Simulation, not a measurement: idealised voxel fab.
Process module under the name voxel wiring stack
185 nm wide, 5 nm square cells: that's cross-section cut.
Cross-section format: a grid of square cells, given as bands from top to bottom; each band is one or more rows of cells. Quick guide to a band line: top height, bottom height (nm) up front; then every material left to right with its width in nm. Only one material and it's marked "throughout"? Then it fills the band edge to edge. And "air" just means empty space. A quick word on heights: they are counted from 0, and under that level the wafer as it came to us is one material throughout. The lowest band is different from the rest in having no bottom; it simply continues downward, written as in "0 and below". It should be noted that a width expressed as "30->40" varies in equal increments from row to row of cells within the band, taking the value of the first number at the top row and that of the second number at the bottom row. Where the words "no change" appear for a step, the cross-section shows no cell changed by that step; every cell remained as before. Enclosed voids (no open way to top), threshold 8 cells or more, entry "Catalogued sealed voids", notation width x height at distance, distance from left edge, nm. Step line, after settings: the simulator's comment on this step. For masked steps, "overlay nm" on the step line gives how far right of plan the mask actually lay; a minus sign means it lay to the left.
The planned process steps are enumerated hereunder
- 1: RECEIVE with material Si
- 2: CONFORMAL_DEP with material SiO2, thk nm 15
- 3: DIRECTIONAL_DEP with material TiN, thk nm 5
- 4: DIRECTIONAL_DEP with material W, thk nm 15
- 5: PATTERN with tone cover, mask id METAL_1, material resist, width nm 20, pitch nm 45, thk nm 20, overlay nm 0
- 6: DIRECTIONAL_ETCH with etch materials W, depth nm 15
- 7: DIRECTIONAL_ETCH with etch materials TiN, depth nm 5
- 8: STRIP with etch materials resist
- 9: CONFORMAL_DEP with material SiN, thk nm 5
- 10: FILL_DEP with material lowk, thk nm 5
- 11: CMP with height nm 35
- 12: CONFORMAL_DEP with material SiCN, thk nm 5
- 13: DIRECTIONAL_DEP with material SiO2, thk nm 35
- 14: MASKED_ETCH with tone open, mask id METAL_2, width nm 20, pitch nm 45, etch materials SiO2, depth nm 20, overlay nm 0
- 15: DIRECTIONAL_DEP with material aC, thk nm 15
- 16: PATTERN with tone open, mask id METAL_2_HOLES, material resist, width nm 15, pitch nm 45, thk nm 35, overlay nm 0
- 17: DIRECTIONAL_ETCH with etch materials aC, depth nm 15
- 18: STRIP with etch materials resist
- 19: DIRECTIONAL_ETCH with etch materials SiO2, depth nm 15
- 20: DIRECTIONAL_ETCH with etch materials SiCN, depth nm 5
- 21: STRIP with etch materials aC
- 22: CONFORMAL_DEP with material TiN, thk nm 5
- 23: FILL_DEP with material Cu, thk nm 5
- 24: CMP with height nm 75
- 25: CONFORMAL_DEP with material SiCN, thk nm 5
- 26: DIRECTIONAL_DEP with material lowk, thk nm 10
- 27: PATTERN with tone open, mask id PLUG_2, material resist, width nm 15, thk nm 20, overlay nm 0
- 28: DIRECTIONAL_ETCH with etch materials lowk, depth nm 10
- 29: DIRECTIONAL_ETCH with etch materials SiCN, depth nm 5
- 30: STRIP with etch materials resist
- 31: CONFORMAL_DEP with material TiN, thk nm 5
- 32: FILL_DEP with material W, thk nm 5
- 33: CMP with height nm 90
- 34: CONFORMAL_DEP with material SiCN, thk nm 5
- 35: DIRECTIONAL_DEP with material SiO2, thk nm 25
- 36: PATTERN with tone open, mask id METAL_3, material resist, width nm 20, pitch nm 45, thk nm 20, overlay nm 0
- 37: DIRECTIONAL_ETCH with etch materials SiO2, depth nm 25
- 38: DIRECTIONAL_ETCH with etch materials SiCN, depth nm 5
- 39: STRIP with etch materials resist
- 40: CONFORMAL_DEP with material TiN, thk nm 5
- 41: FILL_DEP with material Cu, thk nm 10
- 42: CMP with height nm 120
- 43: CONFORMAL_DEP with material SiCN, thk nm 5
- 44: DIRECTIONAL_DEP with material lowk, thk nm 10
- 45: PATTERN with tone open, mask id PLUG_3, material resist, width nm 15, pitch nm 45, thk nm 15, overlay nm 0
- 46: DIRECTIONAL_ETCH with etch materials lowk, depth nm 10
- 47: DIRECTIONAL_ETCH with etch materials SiCN, depth nm 5
- 48: STRIP with etch materials resist
- 49: EPI with material Ru, thk nm 10
- 50: EPI with material Ru, thk nm 5
- 51: DIRECTIONAL_DEP with material TiN, thk nm 5
- 52: DIRECTIONAL_DEP with material W, thk nm 25
- 53: MASKED_ETCH with tone cover, mask id METAL_4, width nm 20, pitch nm 45, etch materials W, depth nm 25, overlay nm 0
- 54: MASKED_ETCH with tone cover, mask id METAL_4, width nm 20, pitch nm 45, etch materials TiN, depth nm 5, overlay nm 0
- 55: CONFORMAL_DEP with material SiN, thk nm 5
- 56: FILL_DEP with material SiO2, thk nm 10
- 57: CMP with height nm 165
- 58: CONFORMAL_DEP with material SiN, thk nm 5
The following pertains to the first of two wafers, which was processed as planned
Cross-section, incoming material, after step 1
> 0 and below = Si throughout
> Catalogued sealed voids: none
Cross-section through the wafer, step 2 finished
> 15 down to 0 = SiO2 throughout
> Nothing below the height 0 has changed.
Cross-section through the wafer, step 3 finished
> 20 down to 15 = TiN throughout
> Nothing below the height 15 has changed.
Cross-section through the wafer, step 4 finished
> 35 down to 20 = W throughout
> Nothing below the height 20 has changed.
Cross-section through the wafer, step 5 finished
> 55 down to 35 = air: 60, resist: 20, air: 25, resist: 20, air: 60
> Nothing below the height 35 has changed.
Cross-section through the wafer, step 6 finished
> 55 down to 35 = air: 60, resist: 20, air: 25, resist: 20, air: 60
> 35 down to 20 = air: 60, W: 20, air: 25, W: 20, air: 60
> Nothing below the height 20 has changed.
Cross-section through the wafer, step 7 finished
> 55 down to 35 = air: 60, resist: 20, air: 25, resist: 20, air: 60
> 35 down to 20 = air: 60, W: 20, air: 25, W: 20, air: 60
> 20 down to 15 = air: 60, TiN: 20, air: 25, TiN: 20, air: 60
> Nothing below the height 15 has changed.
Cross-section through the wafer, step 8 finished
> 35 down to 20 = air: 60, W: 20, air: 25, W: 20, air: 60
> Nothing below the height 20 has changed.
Cross-section through the wafer, step 9 finished
> 40 down to 35 = air: 55, SiN: 30, air: 15, SiN: 30, air: 55
> 35 down to 20 = air: 55, SiN: 5, W: 20, SiN: 5, air: 15, SiN: 5, W: 20, SiN: 5, air: 55
> 20 down to 15 = SiN: 60, TiN: 20, SiN: 25, TiN: 20, SiN: 60
> Nothing below the height 15 has changed.
Cross-section through the wafer, step 10 finished
> 45 down to 40 = lowk throughout
> 40 down to 35 = lowk: 55, SiN: 30, lowk: 15, SiN: 30, lowk: 55
> 35 down to 20 = lowk: 55, SiN: 5, W: 20, SiN: 5, lowk: 15, SiN: 5, W: 20, SiN: 5, lowk: 55
> Nothing below the height 20 has changed.
Cross-section through the wafer, step 11 finished
> 35 down to 20 = lowk: 55, SiN: 5, W: 20, SiN: 5, lowk: 15, SiN: 5, W: 20, SiN: 5, lowk: 55
> Nothing below the height 20 has changed.
Cross-section through the wafer, step 12 finished
> 40 down to 35 = SiCN throughout
> Nothing below the height 35 has changed.
Cross-section through the wafer, step 13 finished
> 75 down to 40 = SiO2 throughout
> Nothing below the height 40 has changed.
Cross-section through the wafer, step 14 finished
> 75 down to 55 = SiO2: 60, air: 20, SiO2: 25, air: 20, SiO2: 60
> Nothing below the height 55 has changed.
Cross-section through the wafer, step 15 finished
> 90 down to 75 = aC: 60, air: 20, aC: 25, air: 20, aC: 60
> 75 down to 70 = SiO2: 60, air: 20, SiO2: 25, air: 20, SiO2: 60
> 70 down to 55 = SiO2: 60, aC: 20, SiO2: 25, aC: 20, SiO2: 60
> Nothing below the height 55 has changed.
Cross-section through the wafer, step 16 finished
> 125 down to 90 = resist: 60, air: 15, resist: 30, air: 15, resist: 65
> 90 down to 75 = aC: 60, air: 15, resist: 5, aC: 25, air: 15, resist: 5, aC: 60
> 75 down to 70 = SiO2: 60, air: 15, resist: 5, SiO2: 25, air: 15, resist: 5, SiO2: 60
> Nothing below the height 70 has changed.
Cross-section through the wafer, step 17 finished
> 110 down to 90 = resist: 60, air: 15, resist: 30, air: 15, resist: 65
> 90 down to 75 = aC: 60, air: 15, resist: 5, aC: 25, air: 15, resist: 5, aC: 60
> 75 down to 70 = SiO2: 60, air: 15, resist: 5, SiO2: 25, air: 15, resist: 5, SiO2: 60
> 70 down to 55 = SiO2: 60, air: 15, aC: 5, SiO2: 25, air: 15, aC: 5, SiO2: 60
> Nothing below the height 55 has changed.
Cross-section through the wafer, step 18 finished
> 90 down to 75 = aC: 60, air: 20, aC: 25, air: 20, aC: 60
> 75 down to 70 = SiO2: 60, air: 20, SiO2: 25, air: 20, SiO2: 60
> Nothing below the height 70 has changed.
Cross-section through the wafer, step 19 finished
> 90 down to 75 = aC: 60, air: 20, aC: 25, air: 20, aC: 60
> 75 down to 70 = SiO2: 60, air: 20, SiO2: 25, air: 20, SiO2: 60
> 70 down to 55 = SiO2: 60, air: 15, aC: 5, SiO2: 25, air: 15, aC: 5, SiO2: 60
> 55 down to 40 = SiO2: 60, air: 15, SiO2: 30, air: 15, SiO2: 65
> Nothing below the height 40 has changed.
Cross-section through the wafer, step 20 finished
> 90 down to 75 = aC: 60, air: 20, aC: 25, air: 20, aC: 60
> 75 down to 70 = SiO2: 60, air: 20, SiO2: 25, air: 20, SiO2: 60
> 70 down to 55 = SiO2: 60, air: 15, aC: 5, SiO2: 25, air: 15, aC: 5, SiO2: 60
> 55 down to 40 = SiO2: 60, air: 15, SiO2: 30, air: 15, SiO2: 65
> 40 down to 35 = SiCN: 60, air: 15, SiCN: 30, air: 15, SiCN: 65
> Nothing below the height 35 has changed.
Cross-section through the wafer, step 21 finished
> 75 down to 55 = SiO2: 60, air: 20, SiO2: 25, air: 20, SiO2: 60
> Nothing below the height 55 has changed.
Cross-section through the wafer, step 22 finished
> 80 down to 75 = TiN: 65, air: 10, TiN: 35, air: 10, TiN: 65
> 75 down to 60 = SiO2: 60, TiN: 5, air: 10, TiN: 5, SiO2: 25, TiN: 5, air: 10, TiN: 5, SiO2: 60
> 60 down to 55 = SiO2: 60, TiN: 5, air: 5, TiN: 10, SiO2: 25, TiN: 5, air: 5, TiN: 10, SiO2: 60
> 55 down to 40 = SiO2: 60, TiN: 5, air: 5, TiN: 5, SiO2: 30, TiN: 5, air: 5, TiN: 5, SiO2: 65
> 40 down to 35 = SiCN: 60, TiN: 15, SiCN: 30, TiN: 15, SiCN: 65
> Nothing below the height 35 has changed.
Cross-section through the wafer, step 23 finished
> 85 down to 80 = Cu throughout
> 80 down to 75 = TiN: 65, Cu: 10, TiN: 35, Cu: 10, TiN: 65
> 75 down to 60 = SiO2: 60, TiN: 5, Cu: 10, TiN: 5, SiO2: 25, TiN: 5, Cu: 10, TiN: 5, SiO2: 60
> 60 down to 55 = SiO2: 60, TiN: 5, Cu: 5, TiN: 10, SiO2: 25, TiN: 5, Cu: 5, TiN: 10, SiO2: 60
> 55 down to 40 = SiO2: 60, TiN: 5, Cu: 5, TiN: 5, SiO2: 30, TiN: 5, Cu: 5, TiN: 5, SiO2: 65
> Nothing below the height 40 has changed.
Cross-section through the wafer, step 24 finished
> 75 down to 60 = SiO2: 60, TiN: 5, Cu: 10, TiN: 5, SiO2: 25, TiN: 5, Cu: 10, TiN: 5, SiO2: 60
> Nothing below the height 60 has changed.
Cross-section through the wafer, step 25 finished
> 80 down to 75 = SiCN throughout
> Nothing below the height 75 has changed.
Cross-section through the wafer, step 26 finished
> 90 down to 80 = lowk throughout
> Nothing below the height 80 has changed.
Cross-section through the wafer, step 27 finished
> 110 down to 90 = resist: 60, air: 15, resist: 110
> Nothing below the height 90 has changed.
Cross-section through the wafer, step 28 finished
> 110 down to 90 = resist: 60, air: 15, resist: 110
> 90 down to 80 = lowk: 60, air: 15, lowk: 110
> Nothing below the height 80 has changed.
Cross-section through the wafer, step 29 finished
> 110 down to 90 = resist: 60, air: 15, resist: 110
> 90 down to 80 = lowk: 60, air: 15, lowk: 110
> 80 down to 75 = SiCN: 60, air: 15, SiCN: 110
> Nothing below the height 75 has changed.
Cross-section through the wafer, step 30 finished
> 90 down to 80 = lowk: 60, air: 15, lowk: 110
> Nothing below the height 80 has changed.
Cross-section through the wafer, step 31 finished
> 95 down to 90 = TiN: 65, air: 5, TiN: 115
> 90 down to 80 = lowk: 60, TiN: 5, air: 5, TiN: 5, lowk: 110
> 80 down to 75 = SiCN: 60, TiN: 15, SiCN: 110
> Nothing below the height 75 has changed.
Cross-section through the wafer, step 32 finished
> 100 down to 95 = W throughout
> 95 down to 90 = TiN: 65, W: 5, TiN: 115
> 90 down to 80 = lowk: 60, TiN: 5, W: 5, TiN: 5, lowk: 110
> Nothing below the height 80 has changed.
Cross-section through the wafer, step 33 finished
> 90 down to 80 = lowk: 60, TiN: 5, W: 5, TiN: 5, lowk: 110
> Nothing below the height 80 has changed.
Cross-section through the wafer, step 34 finished
> 95 down to 90 = SiCN throughout
> Nothing below the height 90 has changed.
Cross-section through the wafer, step 35 finished
> 120 down to 95 = SiO2 throughout
> Nothing below the height 95 has changed.
Cross-section through the wafer, step 36 finished
> 140 down to 120 = resist: 60, air: 20, resist: 25, air: 20, resist: 60
> Nothing below the height 120 has changed.
Cross-section through the wafer, step 37 finished
> 140 down to 120 = resist: 60, air: 20, resist: 25, air: 20, resist: 60
> 120 down to 95 = SiO2: 60, air: 20, SiO2: 25, air: 20, SiO2: 60
> Nothing below the height 95 has changed.
Cross-section through the wafer, step 38 finished
> 140 down to 120 = resist: 60, air: 20, resist: 25, air: 20, resist: 60
> 120 down to 95 = SiO2: 60, air: 20, SiO2: 25, air: 20, SiO2: 60
> 95 down to 90 = SiCN: 60, air: 20, SiCN: 25, air: 20, SiCN: 60
> Nothing below the height 90 has changed.
Cross-section through the wafer, step 39 finished
> 120 down to 95 = SiO2: 60, air: 20, SiO2: 25, air: 20, SiO2: 60
> Nothing below the height 95 has changed.
Cross-section through the wafer, step 40 finished
> 125 down to 120 = TiN: 65, air: 10, TiN: 35, air: 10, TiN: 65
> 120 down to 95 = SiO2: 60, TiN: 5, air: 10, TiN: 5, SiO2: 25, TiN: 5, air: 10, TiN: 5, SiO2: 60
> 95 down to 90 = SiCN: 60, TiN: 20, SiCN: 25, TiN: 20, SiCN: 60
> Nothing below the height 90 has changed.
Cross-section through the wafer, step 41 finished
> 135 down to 125 = Cu throughout
> 125 down to 120 = TiN: 65, Cu: 10, TiN: 35, Cu: 10, TiN: 65
> 120 down to 95 = SiO2: 60, TiN: 5, Cu: 10, TiN: 5, SiO2: 25, TiN: 5, Cu: 10, TiN: 5, SiO2: 60
> Nothing below the height 95 has changed.
Cross-section through the wafer, step 42 finished
> 120 down to 95 = SiO2: 60, TiN: 5, Cu: 10, TiN: 5, SiO2: 25, TiN: 5, Cu: 10, TiN: 5, SiO2: 60
> Nothing below the height 95 has changed.
Cross-section through the wafer, step 43 finished
> 125 down to 120 = SiCN throughout
> Nothing below the height 120 has changed.
Cross-section through the wafer, step 44 finished
> 135 down to 125 = lowk throughout
> Nothing below the height 125 has changed.
Cross-section through the wafer, step 45 finished
> 150 down to 135 = resist: 60, air: 15, resist: 30, air: 15, resist: 65
> Nothing below the height 135 has changed.
Cross-section through the wafer, step 46 finished
> 150 down to 135 = resist: 60, air: 15, resist: 30, air: 15, resist: 65
> 135 down to 125 = lowk: 60, air: 15, lowk: 30, air: 15, lowk: 65
> Nothing below the height 125 has changed.
Cross-section through the wafer, step 47 finished
> 150 down to 135 = resist: 60, air: 15, resist: 30, air: 15, resist: 65
> 135 down to 125 = lowk: 60, air: 15, lowk: 30, air: 15, lowk: 65
> 125 down to 120 = SiCN: 60, air: 15, SiCN: 30, air: 15, SiCN: 65
> Nothing below the height 120 has changed.
Cross-section through the wafer, step 48 finished
> 135 down to 125 = lowk: 60, air: 15, lowk: 30, air: 15, lowk: 65
> Nothing below the height 125 has changed.
Cross-section through the wafer, step 49 finished
> 135 down to 130 = lowk: 60, air: 15, lowk: 30, air: 15, lowk: 65
> 130 down to 125 = lowk: 60, Ru: 15, lowk: 30, Ru: 15, lowk: 65
> 125 down to 120 = SiCN: 60, Ru: 15, SiCN: 30, Ru: 15, SiCN: 65
> Nothing below the height 120 has changed.
Cross-section through the wafer, step 50 finished
> 135 down to 125 = lowk: 60, Ru: 15, lowk: 30, Ru: 15, lowk: 65
> Nothing below the height 125 has changed.
Cross-section through the wafer, step 51 finished
> 140 down to 135 = TiN throughout
> Nothing below the height 135 has changed.
Cross-section through the wafer, step 52 finished
> 165 down to 140 = W throughout
> Nothing below the height 140 has changed.
Cross-section through the wafer, step 53 finished
> 165 down to 140 = air: 60, W: 20, air: 25, W: 20, air: 60
> Nothing below the height 140 has changed.
Cross-section through the wafer, step 54 finished
> 165 down to 140 = air: 60, W: 20, air: 25, W: 20, air: 60
> 140 down to 135 = air: 60, TiN: 20, air: 25, TiN: 20, air: 60
> Nothing below the height 135 has changed.
Cross-section through the wafer, step 55 finished
> 170 down to 165 = air: 55, SiN: 30, air: 15, SiN: 30, air: 55
> 165 down to 140 = air: 55, SiN: 5, W: 20, SiN: 5, air: 15, SiN: 5, W: 20, SiN: 5, air: 55
> 140 down to 135 = SiN: 60, TiN: 20, SiN: 25, TiN: 20, SiN: 60
> Nothing below the height 135 has changed.
Cross-section through the wafer, step 56 finished
> 180 down to 170 = SiO2 throughout
> 170 down to 165 = SiO2: 55, SiN: 30, SiO2: 15, SiN: 30, SiO2: 55
> 165 down to 140 = SiO2: 55, SiN: 5, W: 20, SiN: 5, SiO2: 15, SiN: 5, W: 20, SiN: 5, SiO2: 55
> Nothing below the height 140 has changed.
Cross-section through the wafer, step 57 finished
> 165 down to 140 = SiO2: 55, SiN: 5, W: 20, SiN: 5, SiO2: 15, SiN: 5, W: 20, SiN: 5, SiO2: 55
> Nothing below the height 140 has changed.
Cross-section through the wafer, step 58 finished
> 170 down to 165 = SiN throughout
> Nothing below the height 165 has changed.
Second wafer: like start, like plan, one mistake. Through step 51 it matches the first wafer
Cross-sectional view of the second wafer at the intended end time of process step 52
> 160 down to 140 = W throughout
> Nothing below the height 140 has changed.
Cross-sectional view of the second wafer at the intended end time of process step 53
> 160 down to 140 = air: 60, W: 20, air: 25, W: 20, air: 60
> Nothing below the height 140 has changed.
Cross-sectional view of the second wafer at the intended end time of process step 54
> 160 down to 140 = air: 60, W: 20, air: 25, W: 20, air: 60
> 140 down to 135 = air: 60, TiN: 20, air: 25, TiN: 20, air: 60
> Nothing below the height 135 has changed.
Cross-sectional view of the second wafer at the intended end time of process step 55
> 165 down to 160 = air: 55, SiN: 30, air: 15, SiN: 30, air: 55
> 160 down to 140 = air: 55, SiN: 5, W: 20, SiN: 5, air: 15, SiN: 5, W: 20, SiN: 5, air: 55
> 140 down to 135 = SiN: 60, TiN: 20, SiN: 25, TiN: 20, SiN: 60
> Nothing below the height 135 has changed.
Cross-sectional view of the second wafer at the intended end time of process step 56
> 175 down to 165 = SiO2 throughout
> 165 down to 160 = SiO2: 55, SiN: 30, SiO2: 15, SiN: 30, SiO2: 55
> 160 down to 140 = SiO2: 55, SiN: 5, W: 20, SiN: 5, SiO2: 15, SiN: 5, W: 20, SiN: 5, SiO2: 55
> Nothing below the height 140 has changed.
Cross-sectional view of the second wafer at the intended end time of process step 57
> 165 down to 160 = SiO2: 55, SiN: 30, SiO2: 15, SiN: 30, SiO2: 55
> Nothing below the height 160 has changed.
Cross-sectional view of the second wafer at the intended end time of process step 58
> 170 down to 165 = SiN throughout
> Nothing below the height 165 has changed.
The mistake made against the process plan was this: heads up, step 52 didn't go per plan, it actually ran as DIRECTIONAL_DEP with material W, thk nm 20
Wrapping up, a cell-based count of both wafers puts the second over or under the first for these materials: SiN +8; W -8
